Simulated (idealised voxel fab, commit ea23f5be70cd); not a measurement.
process module | voxel lift off
cross-section cut | 270 nm wide | cells 5 nm
A cross-section is a grid of square cells, given in bands from the top down. A band is one or more rows of cells.
Each band's line starts with the height of the band's top and of its bottom, in nm. Then come its materials from left to right, each with its width in nm. One material with "throughout" fills the band from edge to edge. "air" is empty space.
Height 0 is the level under which the wafer as received is all one material. The lowest band goes on downwards, as in "0 down".
A width such as "30 to 40" changes by the same amount from each row of cells to the next, from the band's top row to its bottom row.
"no change" after a step means that no cell of the cross-section changed.
closed voids: empty space of 8 cells or more with no open way to the top, each as width x height at its distance from the left edge, in nm
after a step's settings: what the simulator itself notes on the step
overlay nm, on a step with a mask: how far to the right of its planned place the mask lay; to the left if negative
plan
1 op RECEIVE | material Si
2 op CONFORMAL_DEP | material SiO2 | thk nm 5
3 op PATTERN | tone open | mask id LINES | material resist | width nm 15 | pitch nm 45 | thk nm 30 | overlay nm 0
4 op DIRECTIONAL_DEP | material Ru | thk nm 15
5 op STRIP | etch materials resist
6 op CONFORMAL_DEP | material SiCN | thk nm 5
as received, after step 1
  0 down: Si throughout
  closed voids: none
a wafer at the end: this start, this plan, one mistake
  25 to 20: SiCN 85 | air 5 | SiCN 40 | air 5 | SiCN 40 | air 5 | SiCN 90
  20 to 10: Ru 80 | SiCN 5 | air 5 | SiCN 5 | Ru 30 | SiCN 5 | air 5 | SiCN 5 | Ru 30 | SiCN 5 | air 5 | SiCN 5 | Ru 85
  10 to 5: Ru 80 | SiCN 15 | Ru 30 | SiCN 15 | Ru 30 | SiCN 15 | Ru 85
  5 to 0: SiO2 throughout
  0 down: Si throughout
  closed voids: none
what went wrong: step 3 ran as: op PATTERN | tone cover | mask id LINES | material resist | width nm 15 | pitch nm 45 | thk nm 30 | overlay nm 0
